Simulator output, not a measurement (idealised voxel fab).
Proc. module: voxel capacitor over wiring
Each square cell in cross-section cut measures 5 nm, and the section as a whole is 280 nm wide.
A cross-section is written here as square cells arranged in a grid, and it is given in bands from the top down, each band taking up one or more rows of cells.
This entry defines a band. It first specifies the height of the band's top and the height of its bottom in nm, and then specifies the band's materials from left to right, stating each material with its width in nm. The word "full width" identifies a single material that fills the band from edge to edge, while the word "air" identifies empty space.
Heights are measured from 0, the level below which the as-received wafer is all one material; the lowest band has no bottom and continues downward, written as in "0 nm and below".
Read "30..40" as a graded width: first number on top, second number at the bottom, same change between each pair of neighbouring rows.
Step marked "no modification"? Then no cell in the cross-section changed in it.
Entry "Closed void inventory" = empty spaces >= 8 cells with no open way to the top; each as width x height at distance, distance from left edge, all nm.
Anything after a step's settings on that line? It's the simulator's own note about the step.
The "overlay nm" setting may appear on a step's line; for a step that uses a mask, it gives how far to the right of its planned position the mask lay, and a negative value indicates the left.

-- The steps planned for the process are as follows
1: RECEIVE [material Si]
2: CONFORMAL_DEP [material SiO2] [thk nm 10]
3: CONFORMAL_DEP [material SiCN] [thk nm 5]
4: DIRECTIONAL_DEP [material lowk] [thk nm 25]
5: PATTERN [tone open] [mask id METAL_1] [material resist] [width nm 25] [pitch nm 90] [thk nm 15] [overlay nm 0]
6: DIRECTIONAL_ETCH [etch materials lowk] [depth nm 25]
7: DIRECTIONAL_ETCH [etch materials SiCN] [depth nm 5]
8: STRIP [etch materials resist]
9: CONFORMAL_DEP [material TiN] [thk nm 5]
10: FILL_DEP [material Cu] [thk nm 10]
11: CMP [height nm 40]
12: CONFORMAL_DEP [material SiCN] [thk nm 5]
13: DIRECTIONAL_DEP [material SiO2] [thk nm 15]
14: DIRECTIONAL_DEP [material aC] [thk nm 10]
15: PATTERN [tone open] [mask id PLUG_1] [material resist] [width nm 15] [thk nm 30] [overlay nm 0]
16: DIRECTIONAL_ETCH [etch materials aC] [depth nm 10]
17: STRIP [etch materials resist]
18: DIRECTIONAL_ETCH [etch materials SiO2] [depth nm 15]
19: DIRECTIONAL_ETCH [etch materials SiCN] [depth nm 5]
20: STRIP [etch materials aC]
21: EPI [material Ru] [thk nm 10]
22: EPI [material Ru] [thk nm 10]
23: DIRECTIONAL_DEP [material TiN] [thk nm 10]
24: DIRECTIONAL_DEP [material HfO2] [thk nm 5]
25: DIRECTIONAL_DEP [material TiN] [thk nm 10]
26: MASKED_ETCH [tone cover] [mask id UPPER_PLATE] [width nm 70] [etch materials TiN] [depth nm 10] [overlay nm 0]
27: MASKED_ETCH [tone cover] [mask id UPPER_PLATE] [width nm 70] [etch materials HfO2] [depth nm 5] [overlay nm 0]
28: MASKED_ETCH [tone cover] [mask id LOWER_PLATE] [width nm 80] [etch materials TiN] [depth nm 10] [overlay nm 0]
29: FILL_DEP [material SiO2] [thk nm 20]
30: CMP [height nm 100]
31: PATTERN [tone open] [mask id PLUG_2] [material resist] [width nm 15] [thk nm 20] [overlay nm 0]
32: DIRECTIONAL_ETCH [etch materials SiO2] [depth nm 15]
33: STRIP [etch materials resist]
34: CONFORMAL_DEP [material TiN] [thk nm 5]
35: FILL_DEP [material Ru] [thk nm 5]
36: CMP [height nm 100]
37: CONFORMAL_DEP [material SiN] [thk nm 5]

-- The following pertains to the first of two wafers, which was processed as planned

-- The cross-section here shows the wafer as received, i.e. in its state after step 1
  0 nm and below | Si full width
  Closed void inventory: none

-- You're looking at a cross-section of the wafer after step 2
  10 nm to 0 nm | SiO2 full width
  For the remainder of the cross-section, below 0, there is no change.

-- You're looking at a cross-section of the wafer after step 3
  15 nm to 10 nm | SiCN full width
  For the remainder of the cross-section, below 10, there is no change.

-- You're looking at a cross-section of the wafer after step 4
  40 nm to 15 nm | lowk full width
  For the remainder of the cross-section, below 15, there is no change.

-- You're looking at a cross-section of the wafer after step 5
  55 nm to 40 nm | 80 of resist; 25 of air; 65 of resist; 25 of air; 85 of resist
  For the remainder of the cross-section, below 40, there is no change.

-- You're looking at a cross-section of the wafer after step 6
  55 nm to 40 nm | 80 of resist; 25 of air; 65 of resist; 25 of air; 85 of resist
  40 nm to 15 nm | 80 of lowk; 25 of air; 65 of lowk; 25 of air; 85 of lowk
  For the remainder of the cross-section, below 15, there is no change.

-- You're looking at a cross-section of the wafer after step 7
  55 nm to 40 nm | 80 of resist; 25 of air; 65 of resist; 25 of air; 85 of resist
  40 nm to 15 nm | 80 of lowk; 25 of air; 65 of lowk; 25 of air; 85 of lowk
  15 nm to 10 nm | 80 of SiCN; 25 of air; 65 of SiCN; 25 of air; 85 of SiCN
  For the remainder of the cross-section, below 10, there is no change.

-- You're looking at a cross-section of the wafer after step 8
  40 nm to 15 nm | 80 of lowk; 25 of air; 65 of lowk; 25 of air; 85 of lowk
  For the remainder of the cross-section, below 15, there is no change.

-- You're looking at a cross-section of the wafer after step 9
  45 nm to 40 nm | 85 of TiN; 15 of air; 75 of TiN; 15 of air; 90 of TiN
  40 nm to 15 nm | 80 of lowk; 5 of TiN; 15 of air; 5 of TiN; 65 of lowk; 5 of TiN; 15 of air; 5 of TiN; 85 of lowk
  15 nm to 10 nm | 80 of SiCN; 25 of TiN; 65 of SiCN; 25 of TiN; 85 of SiCN
  For the remainder of the cross-section, below 10, there is no change.

-- You're looking at a cross-section of the wafer after step 10
  55 nm to 45 nm | Cu full width
  45 nm to 40 nm | 85 of TiN; 15 of Cu; 75 of TiN; 15 of Cu; 90 of TiN
  40 nm to 15 nm | 80 of lowk; 5 of TiN; 15 of Cu; 5 of TiN; 65 of lowk; 5 of TiN; 15 of Cu; 5 of TiN; 85 of lowk
  For the remainder of the cross-section, below 15, there is no change.

-- You're looking at a cross-section of the wafer after step 11
  40 nm to 15 nm | 80 of lowk; 5 of TiN; 15 of Cu; 5 of TiN; 65 of lowk; 5 of TiN; 15 of Cu; 5 of TiN; 85 of lowk
  For the remainder of the cross-section, below 15, there is no change.

-- You're looking at a cross-section of the wafer after step 12
  45 nm to 40 nm | SiCN full width
  For the remainder of the cross-section, below 40, there is no change.

-- You're looking at a cross-section of the wafer after step 13
  60 nm to 45 nm | SiO2 full width
  For the remainder of the cross-section, below 45, there is no change.

-- You're looking at a cross-section of the wafer after step 14
  70 nm to 60 nm | aC full width
  For the remainder of the cross-section, below 60, there is no change.

-- You're looking at a cross-section of the wafer after step 15
  100 nm to 70 nm | 90 of resist; 15 of air; 175 of resist
  For the remainder of the cross-section, below 70, there is no change.

-- You're looking at a cross-section of the wafer after step 16
  90 nm to 70 nm | 90 of resist; 15 of air; 175 of resist
  70 nm to 60 nm | 90 of aC; 15 of air; 175 of aC
  For the remainder of the cross-section, below 60, there is no change.

-- You're looking at a cross-section of the wafer after step 17
  70 nm to 60 nm | 90 of aC; 15 of air; 175 of aC
  For the remainder of the cross-section, below 60, there is no change.

-- You're looking at a cross-section of the wafer after step 18
  70 nm to 60 nm | 90 of aC; 15 of air; 175 of aC
  60 nm to 45 nm | 90 of SiO2; 15 of air; 175 of SiO2
  For the remainder of the cross-section, below 45, there is no change.

-- You're looking at a cross-section of the wafer after step 19
  70 nm to 60 nm | 90 of aC; 15 of air; 175 of aC
  60 nm to 45 nm | 90 of SiO2; 15 of air; 175 of SiO2
  45 nm to 40 nm | 90 of SiCN; 15 of air; 175 of SiCN
  For the remainder of the cross-section, below 40, there is no change.

-- You're looking at a cross-section of the wafer after step 20
  60 nm to 45 nm | 90 of SiO2; 15 of air; 175 of SiO2
  For the remainder of the cross-section, below 45, there is no change.

-- You're looking at a cross-section of the wafer after step 21
  60 nm to 50 nm | 90 of SiO2; 15 of air; 175 of SiO2
  50 nm to 45 nm | 90 of SiO2; 15 of Ru; 175 of SiO2
  45 nm to 40 nm | 90 of SiCN; 15 of Ru; 175 of SiCN
  For the remainder of the cross-section, below 40, there is no change.

-- You're looking at a cross-section of the wafer after step 22
  60 nm to 45 nm | 90 of SiO2; 15 of Ru; 175 of SiO2
  For the remainder of the cross-section, below 45, there is no change.

-- You're looking at a cross-section of the wafer after step 23
  70 nm to 60 nm | TiN full width
  For the remainder of the cross-section, below 60, there is no change.

-- You're looking at a cross-section of the wafer after step 24
  75 nm to 70 nm | HfO2 full width
  For the remainder of the cross-section, below 70, there is no change.

-- You're looking at a cross-section of the wafer after step 25
  85 nm to 75 nm | TiN full width
  For the remainder of the cross-section, below 75, there is no change.

-- You're looking at a cross-section of the wafer after step 26
  85 nm to 75 nm | 90 of air; 70 of TiN; 120 of air
  For the remainder of the cross-section, below 75, there is no change.

-- You're looking at a cross-section of the wafer after step 27
  85 nm to 75 nm | 90 of air; 70 of TiN; 120 of air
  75 nm to 70 nm | 90 of air; 70 of HfO2; 120 of air
  For the remainder of the cross-section, below 70, there is no change.

-- You're looking at a cross-section of the wafer after step 28
  85 nm to 75 nm | 90 of air; 70 of TiN; 120 of air
  75 nm to 70 nm | 90 of air; 70 of HfO2; 120 of air
  70 nm to 60 nm | 85 of air; 80 of TiN; 115 of air
  For the remainder of the cross-section, below 60, there is no change.

-- You're looking at a cross-section of the wafer after step 29
  105 nm to 85 nm | SiO2 full width
  85 nm to 75 nm | 90 of SiO2; 70 of TiN; 120 of SiO2
  75 nm to 70 nm | 90 of SiO2; 70 of HfO2; 120 of SiO2
  70 nm to 60 nm | 85 of SiO2; 80 of TiN; 115 of SiO2
  For the remainder of the cross-section, below 60, there is no change.

-- You're looking at a cross-section of the wafer after step 30
  100 nm to 85 nm | SiO2 full width
  For the remainder of the cross-section, below 85, there is no change.

-- You're looking at a cross-section of the wafer after step 31
  120 nm to 100 nm | 100 of resist; 15 of air; 165 of resist
  For the remainder of the cross-section, below 100, there is no change.

-- You're looking at a cross-section of the wafer after step 32
  120 nm to 100 nm | 100 of resist; 15 of air; 165 of resist
  100 nm to 85 nm | 100 of SiO2; 15 of air; 165 of SiO2
  For the remainder of the cross-section, below 85, there is no change.

-- You're looking at a cross-section of the wafer after step 33
  100 nm to 85 nm | 100 of SiO2; 15 of air; 165 of SiO2
  For the remainder of the cross-section, below 85, there is no change.

-- You're looking at a cross-section of the wafer after step 34
  105 nm to 100 nm | 105 of TiN; 5 of air; 170 of TiN
  100 nm to 90 nm | 100 of SiO2; 5 of TiN; 5 of air; 5 of TiN; 165 of SiO2
  90 nm to 85 nm | 100 of SiO2; 15 of TiN; 165 of SiO2
  For the remainder of the cross-section, below 85, there is no change.

-- You're looking at a cross-section of the wafer after step 35
  110 nm to 105 nm | Ru full width
  105 nm to 100 nm | 105 of TiN; 5 of Ru; 170 of TiN
  100 nm to 90 nm | 100 of SiO2; 5 of TiN; 5 of Ru; 5 of TiN; 165 of SiO2
  For the remainder of the cross-section, below 90, there is no change.

-- You're looking at a cross-section of the wafer after step 36
  100 nm to 90 nm | 100 of SiO2; 5 of TiN; 5 of Ru; 5 of TiN; 165 of SiO2
  For the remainder of the cross-section, below 90, there is no change.

-- You're looking at a cross-section of the wafer after step 37
  105 nm to 100 nm | SiN full width
  For the remainder of the cross-section, below 100, there is no change.

-- Wafer two. Same start, same plan, one slip in execution. Same as wafer one through step 24, inclusive

-- Cross-section of the second wafer at the time step 25 of the plan should have ended
  85 nm to 70 nm | HfO2 full width
  For the remainder of the cross-section, below 70, there is no change.

Cross-section of the second wafer at the time step 26 of the plan should have ended: no modification

-- Cross-section of the second wafer at the time step 27 of the plan should have ended
  85 nm to 80 nm | 90 of air; 70 of HfO2; 120 of air
  For the remainder of the cross-section, below 80, there is no change.

Cross-section of the second wafer at the time step 28 of the plan should have ended: no modification

-- Cross-section of the second wafer at the time step 29 of the plan should have ended
  105 nm to 85 nm | SiO2 full width
  85 nm to 80 nm | 90 of SiO2; 70 of HfO2; 120 of SiO2
  For the remainder of the cross-section, below 80, there is no change.

-- Cross-section of the second wafer at the time step 30 of the plan should have ended
  100 nm to 85 nm | SiO2 full width
  For the remainder of the cross-section, below 85, there is no change.

-- Cross-section of the second wafer at the time step 31 of the plan should have ended
  120 nm to 100 nm | 100 of resist; 15 of air; 165 of resist
  For the remainder of the cross-section, below 100, there is no change.

-- Cross-section of the second wafer at the time step 32 of the plan should have ended
  120 nm to 100 nm | 100 of resist; 15 of air; 165 of resist
  100 nm to 85 nm | 100 of SiO2; 15 of air; 165 of SiO2
  For the remainder of the cross-section, below 85, there is no change.

-- Cross-section of the second wafer at the time step 33 of the plan should have ended
  100 nm to 85 nm | 100 of SiO2; 15 of air; 165 of SiO2
  For the remainder of the cross-section, below 85, there is no change.

-- Cross-section of the second wafer at the time step 34 of the plan should have ended
  105 nm to 100 nm | 105 of TiN; 5 of air; 170 of TiN
  100 nm to 90 nm | 100 of SiO2; 5 of TiN; 5 of air; 5 of TiN; 165 of SiO2
  90 nm to 85 nm | 100 of SiO2; 15 of TiN; 165 of SiO2
  For the remainder of the cross-section, below 85, there is no change.

-- Cross-section of the second wafer at the time step 35 of the plan should have ended
  110 nm to 105 nm | Ru full width
  105 nm to 100 nm | 105 of TiN; 5 of Ru; 170 of TiN
  100 nm to 90 nm | 100 of SiO2; 5 of TiN; 5 of Ru; 5 of TiN; 165 of SiO2
  For the remainder of the cross-section, below 90, there is no change.

-- Cross-section of the second wafer at the time step 36 of the plan should have ended
  100 nm to 90 nm | 100 of SiO2; 5 of TiN; 5 of Ru; 5 of TiN; 165 of SiO2
  For the remainder of the cross-section, below 90, there is no change.

-- Cross-section of the second wafer at the time step 37 of the plan should have ended
  105 nm to 100 nm | SiN full width
  For the remainder of the cross-section, below 100, there is no change.
Here's what went sideways: off-plan run, step 25, actual operation and settings DIRECTIONAL_DEP [material HfO2] [thk nm 10]
Final cells, second wafer relative to first, materials higher or lower: HfO2: 112 more, SiO2: 164 fewer, TiN: 52 more
